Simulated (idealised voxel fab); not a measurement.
A process module follows: voxel wiring stack.
Pictured: cross-section cut, 275 nm wide, on a grid of 5 nm square cells.
Think of the cross-section as a grid of square cells. We describe it in bands, top to bottom, and each band covers one or more rows of those cells. The entry gives the band's vertical extent as a top height and a bottom height in nm, then its horizontal make-up as materials from left to right, each with a width in nm. "empty" stands for empty space; a single material marked "all across" fills the band edge to edge. Height 0 is the level under which the wafer as received is all one material. The lowest band goes on downwards, as in "top 0, no bottom". The width entry "30..40" should be interpreted row by row: the top row of cells in the band takes the first number, the bottom row takes the second number, and the change between adjacent rows is uniform throughout. "remained unchanged" after a step means that no cell of the cross-section changed. In "Fully enclosed voids" the enclosed voids are listed, meaning empty spaces of 8 cells or larger without any opening to the top. The form is width x height at distance, distance from the left edge, units nm. What comes after the settings on a step's line is commentary from the simulator itself on that step. When a step includes a mask, the "overlay nm" setting on its line states how far to the right of its planned place that mask lay, and negative values state how far to the left.
### List of planned process steps
1) RECEIVE [material Si]
2) CONFORMAL_DEP [material SiO2] [thk nm 15]
3) DIRECTIONAL_DEP [material TiN] [thk nm 5]
4) DIRECTIONAL_DEP [material Ru] [thk nm 25]
5) PATTERN [tone cover] [mask id METAL_1] [material resist] [width nm 25] [pitch nm 40] [thk nm 20] [overlay nm 0]
6) DIRECTIONAL_ETCH [etch materials Ru] [depth nm 25]
7) DIRECTIONAL_ETCH [etch materials TiN] [depth nm 5]
8) STRIP [etch materials resist]
9) FILL_DEP [material lowk] [thk nm 10]
10) CMP [height nm 45]
11) CONFORMAL_DEP [material SiCN] [thk nm 5]
12) DIRECTIONAL_DEP [material SiO2] [thk nm 30]
13) DIRECTIONAL_DEP [material aC] [thk nm 10]
14) PATTERN [tone open] [mask id METAL_2] [material resist] [width nm 25] [pitch nm 40] [thk nm 30] [overlay nm 0]
15) DIRECTIONAL_ETCH [etch materials aC] [depth nm 10]
16) STRIP [etch materials resist]
17) DIRECTIONAL_ETCH [etch materials SiO2] [depth nm 20]
18) STRIP [etch materials aC]
19) DIRECTIONAL_DEP [material aC] [thk nm 15]
20) PATTERN [tone open] [mask id METAL_2_HOLES] [material resist] [width nm 15] [pitch nm 80] [thk nm 35] [overlay nm 0]
21) DIRECTIONAL_ETCH [etch materials aC] [depth nm 15]
22) STRIP [etch materials resist]
23) DIRECTIONAL_ETCH [etch materials SiO2] [depth nm 10]
24) DIRECTIONAL_ETCH [etch materials SiCN] [depth nm 5]
25) STRIP [etch materials aC]
26) CONFORMAL_DEP [material TiN] [thk nm 5]
27) FILL_DEP [material Cu] [thk nm 10]
28) CMP [height nm 80]
29) CONFORMAL_DEP [material SiCN] [thk nm 5]
30) DIRECTIONAL_DEP [material SiO2] [thk nm 30]
31) PATTERN [tone open] [mask id METAL_3] [material resist] [width nm 25] [pitch nm 40] [thk nm 15] [overlay nm 0]
32) DIRECTIONAL_ETCH [etch materials SiO2] [depth nm 20]
33) STRIP [etch materials resist]
34) DIRECTIONAL_DEP [material aC] [thk nm 10]
35) PATTERN [tone open] [mask id METAL_3_HOLES] [material resist] [width nm 15] [pitch nm 80] [thk nm 25] [overlay nm 0]
36) DIRECTIONAL_ETCH [etch materials aC] [depth nm 10]
37) STRIP [etch materials resist]
38) DIRECTIONAL_ETCH [etch materials SiO2] [depth nm 10]
39) DIRECTIONAL_ETCH [etch materials SiCN] [depth nm 5]
40) STRIP [etch materials aC]
41) CONFORMAL_DEP [material TiN] [thk nm 5]
42) FILL_DEP [material Ru] [thk nm 5]
43) CMP [height nm 115]
44) CONFORMAL_DEP [material SiCN] [thk nm 5]
45) DIRECTIONAL_DEP [material SiO2] [thk nm 30]
46) PATTERN [tone open] [mask id METAL_4_HOLES] [material resist] [width nm 15] [pitch nm 40] [thk nm 20] [overlay nm 0]
47) DIRECTIONAL_ETCH [etch materials SiO2] [depth nm 30]
48) STRIP [etch materials resist]
49) PATTERN [tone open] [mask id METAL_4] [material resist] [width nm 25] [pitch nm 40] [thk nm 20] [overlay nm 0]
50) DIRECTIONAL_ETCH [etch materials SiO2] [depth nm 20]
51) DIRECTIONAL_ETCH [etch materials SiCN] [depth nm 5]
52) STRIP [etch materials resist]
53) CONFORMAL_DEP [material TiN] [thk nm 5]
54) FILL_DEP [material Cu] [thk nm 5]
55) CMP [height nm 150]
56) CONFORMAL_DEP [material SiCN] [thk nm 5]
### Of two wafers, the first: run according to plan
### Incoming wafer in cross-section (state: after step 1)
- top 0, no bottom = Si all across
- Fully enclosed voids: none
### Wafer xsec, post step 2
- top 15, bottom 0 = SiO2 all across
- Note: structure below 0 unchanged.
### Wafer xsec, post step 3
- top 20, bottom 15 = TiN all across
- Note: structure below 15 unchanged.
### Wafer xsec, post step 4
- top 45, bottom 20 = Ru all across
- Note: structure below 20 unchanged.
### Wafer xsec, post step 5
- top 65, bottom 45 = empty=85; resist=25; empty=15; resist=25; empty=15; resist=25; empty=85
- Note: structure below 45 unchanged.
### Wafer xsec, post step 6
- top 65, bottom 45 = empty=85; resist=25; empty=15; resist=25; empty=15; resist=25; empty=85
- top 45, bottom 20 = empty=85; Ru=25; empty=15; Ru=25; empty=15; Ru=25; empty=85
- Note: structure below 20 unchanged.
### Wafer xsec, post step 7
- top 65, bottom 45 = empty=85; resist=25; empty=15; resist=25; empty=15; resist=25; empty=85
- top 45, bottom 20 = empty=85; Ru=25; empty=15; Ru=25; empty=15; Ru=25; empty=85
- top 20, bottom 15 = empty=85; TiN=25; empty=15; TiN=25; empty=15; TiN=25; empty=85
- Note: structure below 15 unchanged.
### Wafer xsec, post step 8
- top 45, bottom 20 = empty=85; Ru=25; empty=15; Ru=25; empty=15; Ru=25; empty=85
- Note: structure below 20 unchanged.
### Wafer xsec, post step 9
- top 55, bottom 45 = lowk all across
- top 45, bottom 20 = lowk=85; Ru=25; lowk=15; Ru=25; lowk=15; Ru=25; lowk=85
- top 20, bottom 15 = lowk=85; TiN=25; lowk=15; TiN=25; lowk=15; TiN=25; lowk=85
- Note: structure below 15 unchanged.
### Wafer xsec, post step 10
- top 45, bottom 20 = lowk=85; Ru=25; lowk=15; Ru=25; lowk=15; Ru=25; lowk=85
- Note: structure below 20 unchanged.
### Wafer xsec, post step 11
- top 50, bottom 45 = SiCN all across
- Note: structure below 45 unchanged.
### Wafer xsec, post step 12
- top 80, bottom 50 = SiO2 all across
- Note: structure below 50 unchanged.
### Wafer xsec, post step 13
- top 90, bottom 80 = aC all across
- Note: structure below 80 unchanged.
### Wafer xsec, post step 14
- top 120, bottom 90 = resist=85; empty=25; resist=15; empty=25; resist=15; empty=25; resist=85
- Note: structure below 90 unchanged.
### Wafer xsec, post step 15
- top 110, bottom 90 = resist=85; empty=25; resist=15; empty=25; resist=15; empty=25; resist=85
- top 90, bottom 80 = aC=85; empty=25; aC=15; empty=25; aC=15; empty=25; aC=85
- Note: structure below 80 unchanged.
### Wafer xsec, post step 16
- top 90, bottom 80 = aC=85; empty=25; aC=15; empty=25; aC=15; empty=25; aC=85
- Note: structure below 80 unchanged.
### Wafer xsec, post step 17
- top 90, bottom 80 = aC=85; empty=25; aC=15; empty=25; aC=15; empty=25; aC=85
- top 80, bottom 60 = SiO2=85; empty=25; SiO2=15; empty=25; SiO2=15; empty=25; SiO2=85
- Note: structure below 60 unchanged.
### Wafer xsec, post step 18
- top 80, bottom 60 = SiO2=85; empty=25; SiO2=15; empty=25; SiO2=15; empty=25; SiO2=85
- Note: structure below 60 unchanged.
### Wafer xsec, post step 19
- top 95, bottom 80 = aC=85; empty=25; aC=15; empty=25; aC=15; empty=25; aC=85
- top 80, bottom 75 = SiO2=85; empty=25; SiO2=15; empty=25; SiO2=15; empty=25; SiO2=85
- top 75, bottom 60 = SiO2=85; aC=25; SiO2=15; aC=25; SiO2=15; aC=25; SiO2=85
- Note: structure below 60 unchanged.
### Wafer xsec, post step 20
- top 130, bottom 95 = resist=85; empty=15; resist=65; empty=15; resist=95
- top 95, bottom 80 = aC=85; empty=15; resist=10; aC=15; resist=25; aC=15; empty=15; resist=10; aC=85
- top 80, bottom 75 = SiO2=85; empty=15; resist=10; SiO2=15; resist=25; SiO2=15; empty=15; resist=10; SiO2=85
- Note: structure below 75 unchanged.
### Wafer xsec, post step 21
- top 115, bottom 95 = resist=85; empty=15; resist=65; empty=15; resist=95
- top 95, bottom 80 = aC=85; empty=15; resist=10; aC=15; resist=25; aC=15; empty=15; resist=10; aC=85
- top 80, bottom 75 = SiO2=85; empty=15; resist=10; SiO2=15; resist=25; SiO2=15; empty=15; resist=10; SiO2=85
- top 75, bottom 60 = SiO2=85; empty=15; aC=10; SiO2=15; aC=25; SiO2=15; empty=15; aC=10; SiO2=85
- Note: structure below 60 unchanged.
### Wafer xsec, post step 22
- top 95, bottom 80 = aC=85; empty=25; aC=15; empty=25; aC=15; empty=25; aC=85
- top 80, bottom 75 = SiO2=85; empty=25; SiO2=15; empty=25; SiO2=15; empty=25; SiO2=85
- Note: structure below 75 unchanged.
### Wafer xsec, post step 23
- top 95, bottom 80 = aC=85; empty=25; aC=15; empty=25; aC=15; empty=25; aC=85
- top 80, bottom 75 = SiO2=85; empty=25; SiO2=15; empty=25; SiO2=15; empty=25; SiO2=85
- top 75, bottom 60 = SiO2=85; empty=15; aC=10; SiO2=15; aC=25; SiO2=15; empty=15; aC=10; SiO2=85
- top 60, bottom 50 = SiO2=85; empty=15; SiO2=65; empty=15; SiO2=95
- Note: structure below 50 unchanged.
### Wafer xsec, post step 24
- top 95, bottom 80 = aC=85; empty=25; aC=15; empty=25; aC=15; empty=25; aC=85
- top 80, bottom 75 = SiO2=85; empty=25; SiO2=15; empty=25; SiO2=15; empty=25; SiO2=85
- top 75, bottom 60 = SiO2=85; empty=15; aC=10; SiO2=15; aC=25; SiO2=15; empty=15; aC=10; SiO2=85
- top 60, bottom 50 = SiO2=85; empty=15; SiO2=65; empty=15; SiO2=95
- top 50, bottom 45 = SiCN=85; empty=15; SiCN=65; empty=15; SiCN=95
- Note: structure below 45 unchanged.
### Wafer xsec, post step 25
- top 80, bottom 60 = SiO2=85; empty=25; SiO2=15; empty=25; SiO2=15; empty=25; SiO2=85
- Note: structure below 60 unchanged.
### Wafer xsec, post step 26
- top 85, bottom 80 = TiN=90; empty=15; TiN=25; empty=15; TiN=25; empty=15; TiN=90
- top 80, bottom 65 = SiO2=85; TiN=5; empty=15; TiN=5; SiO2=15; TiN=5; empty=15; TiN=5; SiO2=15; TiN=5; empty=15; TiN=5; SiO2=85
- top 65, bottom 60 = SiO2=85; TiN=5; empty=5; TiN=15; SiO2=15; TiN=25; SiO2=15; TiN=5; empty=5; TiN=15; SiO2=85
- top 60, bottom 50 = SiO2=85; TiN=5; empty=5; TiN=5; SiO2=65; TiN=5; empty=5; TiN=5; SiO2=95
- top 50, bottom 45 = SiCN=85; TiN=15; SiCN=65; TiN=15; SiCN=95
- Note: structure below 45 unchanged.
### Wafer xsec, post step 27
- top 95, bottom 85 = Cu all across
- top 85, bottom 80 = TiN=90; Cu=15; TiN=25; Cu=15; TiN=25; Cu=15; TiN=90
- top 80, bottom 65 = SiO2=85; TiN=5; Cu=15; TiN=5; SiO2=15; TiN=5; Cu=15; TiN=5; SiO2=15; TiN=5; Cu=15; TiN=5; SiO2=85
- top 65, bottom 60 = SiO2=85; TiN=5; Cu=5; TiN=15; SiO2=15; TiN=25; SiO2=15; TiN=5; Cu=5; TiN=15; SiO2=85
- top 60, bottom 50 = SiO2=85; TiN=5; Cu=5; TiN=5; SiO2=65; TiN=5; Cu=5; TiN=5; SiO2=95
- Note: structure below 50 unchanged.
### Wafer xsec, post step 28
- top 80, bottom 65 = SiO2=85; TiN=5; Cu=15; TiN=5; SiO2=15; TiN=5; Cu=15; TiN=5; SiO2=15; TiN=5; Cu=15; TiN=5; SiO2=85
- Note: structure below 65 unchanged.
### Wafer xsec, post step 29
- top 85, bottom 80 = SiCN all across
- Note: structure below 80 unchanged.
### Wafer xsec, post step 30
- top 115, bottom 85 = SiO2 all across
- Note: structure below 85 unchanged.
### Wafer xsec, post step 31
- top 130, bottom 115 = resist=85; empty=25; resist=15; empty=25; resist=15; empty=25; resist=85
- Note: structure below 115 unchanged.
### Wafer xsec, post step 32
- top 130, bottom 115 = resist=85; empty=25; resist=15; empty=25; resist=15; empty=25; resist=85
- top 115, bottom 95 = SiO2=85; empty=25; SiO2=15; empty=25; SiO2=15; empty=25; SiO2=85
- Note: structure below 95 unchanged.
### Wafer xsec, post step 33
- top 115, bottom 95 = SiO2=85; empty=25; SiO2=15; empty=25; SiO2=15; empty=25; SiO2=85
- Note: structure below 95 unchanged.
### Wafer xsec, post step 34
- top 125, bottom 115 = aC=85; empty=25; aC=15; empty=25; aC=15; empty=25; aC=85
- top 115, bottom 105 = SiO2=85; empty=25; SiO2=15; empty=25; SiO2=15; empty=25; SiO2=85
- top 105, bottom 95 = SiO2=85; aC=25; SiO2=15; aC=25; SiO2=15; aC=25; SiO2=85
- Note: structure below 95 unchanged.
### Wafer xsec, post step 35
- top 150, bottom 125 = resist=85; empty=15; resist=65; empty=15; resist=95
- top 125, bottom 115 = aC=85; empty=15; resist=10; aC=15; resist=25; aC=15; empty=15; resist=10; aC=85
- top 115, bottom 105 = SiO2=85; empty=15; resist=10; SiO2=15; resist=25; SiO2=15; empty=15; resist=10; SiO2=85
- Note: structure below 105 unchanged.
### Wafer xsec, post step 36
- top 140, bottom 125 = resist=85; empty=15; resist=65; empty=15; resist=95
- top 125, bottom 115 = aC=85; empty=15; resist=10; aC=15; resist=25; aC=15; empty=15; resist=10; aC=85
- top 115, bottom 105 = SiO2=85; empty=15; resist=10; SiO2=15; resist=25; SiO2=15; empty=15; resist=10; SiO2=85
- top 105, bottom 95 = SiO2=85; empty=15; aC=10; SiO2=15; aC=25; SiO2=15; empty=15; aC=10; SiO2=85
- Note: structure below 95 unchanged.
### Wafer xsec, post step 37
- top 125, bottom 115 = aC=85; empty=25; aC=15; empty=25; aC=15; empty=25; aC=85
- top 115, bottom 105 = SiO2=85; empty=25; SiO2=15; empty=25; SiO2=15; empty=25; SiO2=85
- Note: structure below 105 unchanged.
### Wafer xsec, post step 38
- top 125, bottom 115 = aC=85; empty=25; aC=15; empty=25; aC=15; empty=25; aC=85
- top 115, bottom 105 = SiO2=85; empty=25; SiO2=15; empty=25; SiO2=15; empty=25; SiO2=85
- top 105, bottom 95 = SiO2=85; empty=15; aC=10; SiO2=15; aC=25; SiO2=15; empty=15; aC=10; SiO2=85
- top 95, bottom 85 = SiO2=85; empty=15; SiO2=65; empty=15; SiO2=95
- Note: structure below 85 unchanged.
### Wafer xsec, post step 39
- top 125, bottom 115 = aC=85; empty=25; aC=15; empty=25; aC=15; empty=25; aC=85
- top 115, bottom 105 = SiO2=85; empty=25; SiO2=15; empty=25; SiO2=15; empty=25; SiO2=85
- top 105, bottom 95 = SiO2=85; empty=15; aC=10; SiO2=15; aC=25; SiO2=15; empty=15; aC=10; SiO2=85
- top 95, bottom 85 = SiO2=85; empty=15; SiO2=65; empty=15; SiO2=95
- top 85, bottom 80 = SiCN=85; empty=15; SiCN=65; empty=15; SiCN=95
- Note: structure below 80 unchanged.
### Wafer xsec, post step 40
- top 115, bottom 95 = SiO2=85; empty=25; SiO2=15; empty=25; SiO2=15; empty=25; SiO2=85
- Note: structure below 95 unchanged.
### Wafer xsec, post step 41
- top 120, bottom 115 = TiN=90; empty=15; TiN=25; empty=15; TiN=25; empty=15; TiN=90
- top 115, bottom 100 = SiO2=85; TiN=5; empty=15; TiN=5; SiO2=15; TiN=5; empty=15; TiN=5; SiO2=15; TiN=5; empty=15; TiN=5; SiO2=85
- top 100, bottom 95 = SiO2=85; TiN=5; empty=5; TiN=15; SiO2=15; TiN=25; SiO2=15; TiN=5; empty=5; TiN=15; SiO2=85
- top 95, bottom 85 = SiO2=85; TiN=5; empty=5; TiN=5; SiO2=65; TiN=5; empty=5; TiN=5; SiO2=95
- top 85, bottom 80 = SiCN=85; TiN=15; SiCN=65; TiN=15; SiCN=95
- Note: structure below 80 unchanged.
### Wafer xsec, post step 42
- top 125, bottom 120 = Ru all across
- top 120, bottom 115 = TiN=90; Ru=15; TiN=25; Ru=15; TiN=25; Ru=15; TiN=90
- top 115, bottom 100 = SiO2=85; TiN=5; Ru=15; TiN=5; SiO2=15; TiN=5; Ru=15; TiN=5; SiO2=15; TiN=5; Ru=15; TiN=5; SiO2=85
- top 100, bottom 95 = SiO2=85; TiN=5; Ru=5; TiN=15; SiO2=15; TiN=25; SiO2=15; TiN=5; Ru=5; TiN=15; SiO2=85
- top 95, bottom 85 = SiO2=85; TiN=5; Ru=5; TiN=5; SiO2=65; TiN=5; Ru=5; TiN=5; SiO2=95
- Note: structure below 85 unchanged.
### Wafer xsec, post step 43
- top 115, bottom 100 = SiO2=85; TiN=5; Ru=15; TiN=5; SiO2=15; TiN=5; Ru=15; TiN=5; SiO2=15; TiN=5; Ru=15; TiN=5; SiO2=85
- Note: structure below 100 unchanged.
### Wafer xsec, post step 44
- top 120, bottom 115 = SiCN all across
- Note: structure below 115 unchanged.
### Wafer xsec, post step 45
- top 150, bottom 120 = SiO2 all across
- Note: structure below 120 unchanged.
### Wafer xsec, post step 46
- top 170, bottom 150 = resist=85; empty=15; resist=25; empty=15; resist=25; empty=15; resist=95
- Note: structure below 150 unchanged.
### Wafer xsec, post step 47
- top 170, bottom 150 = resist=85; empty=15; resist=25; empty=15; resist=25; empty=15; resist=95
- top 150, bottom 120 = SiO2=85; empty=15; SiO2=25; empty=15; SiO2=25; empty=15; SiO2=95
- Note: structure below 120 unchanged.
### Wafer xsec, post step 48
- top 150, bottom 120 = SiO2=85; empty=15; SiO2=25; empty=15; SiO2=25; empty=15; SiO2=95
- Note: structure below 120 unchanged.
### Wafer xsec, post step 49
- top 170, bottom 150 = resist=85; empty=25; resist=15; empty=25; resist=15; empty=25; resist=85
- Note: structure below 150 unchanged.
### Wafer xsec, post step 50
- top 170, bottom 150 = resist=85; empty=25; resist=15; empty=25; resist=15; empty=25; resist=85
- top 150, bottom 130 = SiO2=85; empty=25; SiO2=15; empty=25; SiO2=15; empty=25; SiO2=85
- Note: structure below 130 unchanged.
### Wafer xsec, post step 51
- top 170, bottom 150 = resist=85; empty=25; resist=15; empty=25; resist=15; empty=25; resist=85
- top 150, bottom 130 = SiO2=85; empty=25; SiO2=15; empty=25; SiO2=15; empty=25; SiO2=85
- top 130, bottom 120 = SiO2=85; empty=15; SiO2=25; empty=15; SiO2=25; empty=15; SiO2=95
- top 120, bottom 115 = SiCN=85; empty=15; SiCN=25; empty=15; SiCN=25; empty=15; SiCN=95
- Note: structure below 115 unchanged.
### Wafer xsec, post step 52
- top 150, bottom 130 = SiO2=85; empty=25; SiO2=15; empty=25; SiO2=15; empty=25; SiO2=85
- Note: structure below 130 unchanged.
### Wafer xsec, post step 53
- top 155, bottom 150 = TiN=90; empty=15; TiN=25; empty=15; TiN=25; empty=15; TiN=90
- top 150, bottom 135 = SiO2=85; TiN=5; empty=15; TiN=5; SiO2=15; TiN=5; empty=15; TiN=5; SiO2=15; TiN=5; empty=15; TiN=5; SiO2=85
- top 135, bottom 130 = SiO2=85; TiN=5; empty=5; TiN=15; SiO2=15; TiN=5; empty=5; TiN=15; SiO2=15; TiN=5; empty=5; TiN=15; SiO2=85
- top 130, bottom 120 = SiO2=85; TiN=5; empty=5; TiN=5; SiO2=25; TiN=5; empty=5; TiN=5; SiO2=25; TiN=5; empty=5; TiN=5; SiO2=95
- top 120, bottom 115 = SiCN=85; TiN=15; SiCN=25; TiN=15; SiCN=25; TiN=15; SiCN=95
- Note: structure below 115 unchanged.
### Wafer xsec, post step 54
- top 160, bottom 155 = Cu all across
- top 155, bottom 150 = TiN=90; Cu=15; TiN=25; Cu=15; TiN=25; Cu=15; TiN=90
- top 150, bottom 135 = SiO2=85; TiN=5; Cu=15; TiN=5; SiO2=15; TiN=5; Cu=15; TiN=5; SiO2=15; TiN=5; Cu=15; TiN=5; SiO2=85
- top 135, bottom 130 = SiO2=85; TiN=5; Cu=5; TiN=15; SiO2=15; TiN=5; Cu=5; TiN=15; SiO2=15; TiN=5; Cu=5; TiN=15; SiO2=85
- top 130, bottom 120 = SiO2=85; TiN=5; Cu=5; TiN=5; SiO2=25; TiN=5; Cu=5; TiN=5; SiO2=25; TiN=5; Cu=5; TiN=5; SiO2=95
- Note: structure below 120 unchanged.
### Wafer xsec, post step 55
- top 150, bottom 135 = SiO2=85; TiN=5; Cu=15; TiN=5; SiO2=15; TiN=5; Cu=15; TiN=5; SiO2=15; TiN=5; Cu=15; TiN=5; SiO2=85
- Note: structure below 135 unchanged.
### Wafer xsec, post step 56
- top 155, bottom 150 = SiCN all across
- Note: structure below 150 unchanged.
### Now the other wafer: same start, same recipe, but we messed up one thing when running it. Up to and including step 32 it's the same as the first one
### Second wafer, section view, time point: scheduled end of step 33
- top 140, bottom 130 = aC=85; empty=25; aC=15; empty=25; aC=15; empty=25; aC=85
- top 130, bottom 115 = resist=85; empty=25; resist=15; empty=25; resist=15; empty=25; resist=85
- top 115, bottom 105 = SiO2=85; empty=25; SiO2=15; empty=25; SiO2=15; empty=25; SiO2=85
- top 105, bottom 95 = SiO2=85; aC=25; SiO2=15; aC=25; SiO2=15; aC=25; SiO2=85
- Note: structure below 95 unchanged.
### Second wafer, section view, time point: scheduled end of step 34
- top 115, bottom 105 = SiO2=85; empty=25; SiO2=15; empty=25; SiO2=15; empty=25; SiO2=85
- Note: structure below 105 unchanged.
### Second wafer, section view, time point: scheduled end of step 35
- top 140, bottom 115 = resist=85; empty=15; resist=65; empty=15; resist=95
- top 115, bottom 105 = SiO2=85; empty=15; resist=10; SiO2=15; resist=25; SiO2=15; empty=15; resist=10; SiO2=85
- Note: structure below 105 unchanged.
### Second wafer, section view, time point: scheduled end of step 36
- top 130, bottom 115 = resist=85; empty=15; resist=65; empty=15; resist=95
- top 115, bottom 105 = SiO2=85; empty=15; resist=10; SiO2=15; resist=25; SiO2=15; empty=15; resist=10; SiO2=85
- top 105, bottom 95 = SiO2=85; empty=15; aC=10; SiO2=15; aC=25; SiO2=15; empty=15; aC=10; SiO2=85
- Note: structure below 95 unchanged.
### Second wafer, section view, time point: scheduled end of step 37
- top 115, bottom 105 = SiO2=85; empty=25; SiO2=15; empty=25; SiO2=15; empty=25; SiO2=85
- Note: structure below 105 unchanged.
### Second wafer, section view, time point: scheduled end of step 38
- top 105, bottom 95 = SiO2=85; empty=15; aC=10; SiO2=15; aC=25; SiO2=15; empty=15; aC=10; SiO2=85
- top 95, bottom 85 = SiO2=85; empty=15; SiO2=65; empty=15; SiO2=95
- Note: structure below 85 unchanged.
### Second wafer, section view, time point: scheduled end of step 39
- top 105, bottom 95 = SiO2=85; empty=15; aC=10; SiO2=15; aC=25; SiO2=15; empty=15; aC=10; SiO2=85
- top 95, bottom 85 = SiO2=85; empty=15; SiO2=65; empty=15; SiO2=95
- top 85, bottom 80 = SiCN=85; empty=15; SiCN=65; empty=15; SiCN=95
- Note: structure below 80 unchanged.
### Second wafer, section view, time point: scheduled end of step 40
- top 105, bottom 95 = SiO2=85; empty=25; SiO2=15; empty=25; SiO2=15; empty=25; SiO2=85
- Note: structure below 95 unchanged.
### Second wafer, section view, time point: scheduled end of step 41
- top 110, bottom 105 = TiN=90; empty=15; TiN=25; empty=15; TiN=25; empty=15; TiN=90
- top 105, bottom 100 = SiO2=85; TiN=5; empty=15; TiN=5; SiO2=15; TiN=5; empty=15; TiN=5; SiO2=15; TiN=5; empty=15; TiN=5; SiO2=85
- top 100, bottom 95 = SiO2=85; TiN=5; empty=5; TiN=15; SiO2=15; TiN=25; SiO2=15; TiN=5; empty=5; TiN=15; SiO2=85
- top 95, bottom 85 = SiO2=85; TiN=5; empty=5; TiN=5; SiO2=65; TiN=5; empty=5; TiN=5; SiO2=95
- top 85, bottom 80 = SiCN=85; TiN=15; SiCN=65; TiN=15; SiCN=95
- Note: structure below 80 unchanged.
### Second wafer, section view, time point: scheduled end of step 42
- top 115, bottom 110 = Ru all across
- top 110, bottom 105 = TiN=90; Ru=15; TiN=25; Ru=15; TiN=25; Ru=15; TiN=90
- top 105, bottom 100 = SiO2=85; TiN=5; Ru=15; TiN=5; SiO2=15; TiN=5; Ru=15; TiN=5; SiO2=15; TiN=5; Ru=15; TiN=5; SiO2=85
- top 100, bottom 95 = SiO2=85; TiN=5; Ru=5; TiN=15; SiO2=15; TiN=25; SiO2=15; TiN=5; Ru=5; TiN=15; SiO2=85
- top 95, bottom 85 = SiO2=85; TiN=5; Ru=5; TiN=5; SiO2=65; TiN=5; Ru=5; TiN=5; SiO2=95
- Note: structure below 85 unchanged.
Second wafer, section view, time point: scheduled end of step 43: remained unchanged
### Second wafer, section view, time point: scheduled end of step 44
- top 120, bottom 115 = SiCN all across
- Note: structure below 115 unchanged.
### Second wafer, section view, time point: scheduled end of step 45
- top 150, bottom 120 = SiO2 all across
- Note: structure below 120 unchanged.
### Second wafer, section view, time point: scheduled end of step 46
- top 170, bottom 150 = resist=85; empty=15; resist=25; empty=15; resist=25; empty=15; resist=95
- Note: structure below 150 unchanged.
### Second wafer, section view, time point: scheduled end of step 47
- top 170, bottom 150 = resist=85; empty=15; resist=25; empty=15; resist=25; empty=15; resist=95
- top 150, bottom 120 = SiO2=85; empty=15; SiO2=25; empty=15; SiO2=25; empty=15; SiO2=95
- Note: structure below 120 unchanged.
### Second wafer, section view, time point: scheduled end of step 48
- top 150, bottom 120 = SiO2=85; empty=15; SiO2=25; empty=15; SiO2=25; empty=15; SiO2=95
- Note: structure below 120 unchanged.
### Second wafer, section view, time point: scheduled end of step 49
- top 170, bottom 150 = resist=85; empty=25; resist=15; empty=25; resist=15; empty=25; resist=85
- Note: structure below 150 unchanged.
### Second wafer, section view, time point: scheduled end of step 50
- top 170, bottom 150 = resist=85; empty=25; resist=15; empty=25; resist=15; empty=25; resist=85
- top 150, bottom 130 = SiO2=85; empty=25; SiO2=15; empty=25; SiO2=15; empty=25; SiO2=85
- Note: structure below 130 unchanged.
### Second wafer, section view, time point: scheduled end of step 51
- top 170, bottom 150 = resist=85; empty=25; resist=15; empty=25; resist=15; empty=25; resist=85
- top 150, bottom 130 = SiO2=85; empty=25; SiO2=15; empty=25; SiO2=15; empty=25; SiO2=85
- top 130, bottom 120 = SiO2=85; empty=15; SiO2=25; empty=15; SiO2=25; empty=15; SiO2=95
- top 120, bottom 115 = SiCN=85; empty=15; SiCN=25; empty=15; SiCN=25; empty=15; SiCN=95
- Note: structure below 115 unchanged.
### Second wafer, section view, time point: scheduled end of step 52
- top 150, bottom 130 = SiO2=85; empty=25; SiO2=15; empty=25; SiO2=15; empty=25; SiO2=85
- Note: structure below 130 unchanged.
### Second wafer, section view, time point: scheduled end of step 53
- top 155, bottom 150 = TiN=90; empty=15; TiN=25; empty=15; TiN=25; empty=15; TiN=90
- top 150, bottom 135 = SiO2=85; TiN=5; empty=15; TiN=5; SiO2=15; TiN=5; empty=15; TiN=5; SiO2=15; TiN=5; empty=15; TiN=5; SiO2=85
- top 135, bottom 130 = SiO2=85; TiN=5; empty=5; TiN=15; SiO2=15; TiN=5; empty=5; TiN=15; SiO2=15; TiN=5; empty=5; TiN=15; SiO2=85
- top 130, bottom 120 = SiO2=85; TiN=5; empty=5; TiN=5; SiO2=25; TiN=5; empty=5; TiN=5; SiO2=25; TiN=5; empty=5; TiN=5; SiO2=95
- top 120, bottom 115 = SiCN=85; TiN=15; SiCN=25; TiN=15; SiCN=25; TiN=15; SiCN=95
- Note: structure below 115 unchanged.
### Second wafer, section view, time point: scheduled end of step 54
- top 160, bottom 155 = Cu all across
- top 155, bottom 150 = TiN=90; Cu=15; TiN=25; Cu=15; TiN=25; Cu=15; TiN=90
- top 150, bottom 135 = SiO2=85; TiN=5; Cu=15; TiN=5; SiO2=15; TiN=5; Cu=15; TiN=5; SiO2=15; TiN=5; Cu=15; TiN=5; SiO2=85
- top 135, bottom 130 = SiO2=85; TiN=5; Cu=5; TiN=15; SiO2=15; TiN=5; Cu=5; TiN=15; SiO2=15; TiN=5; Cu=5; TiN=15; SiO2=85
- top 130, bottom 120 = SiO2=85; TiN=5; Cu=5; TiN=5; SiO2=25; TiN=5; Cu=5; TiN=5; SiO2=25; TiN=5; Cu=5; TiN=5; SiO2=95
- Note: structure below 120 unchanged.
### Second wafer, section view, time point: scheduled end of step 55
- top 150, bottom 135 = SiO2=85; TiN=5; Cu=15; TiN=5; SiO2=15; TiN=5; Cu=15; TiN=5; SiO2=15; TiN=5; Cu=15; TiN=5; SiO2=85
- Note: structure below 135 unchanged.
### Second wafer, section view, time point: scheduled end of step 56
- top 155, bottom 150 = SiCN all across
- Note: structure below 150 unchanged.
Where did the run depart from the plan? plan steps 33 and 34 run swapped
Final cells, second wafer relative to first, materials higher or lower: Ru +46 | SiO2 -80 | TiN +34
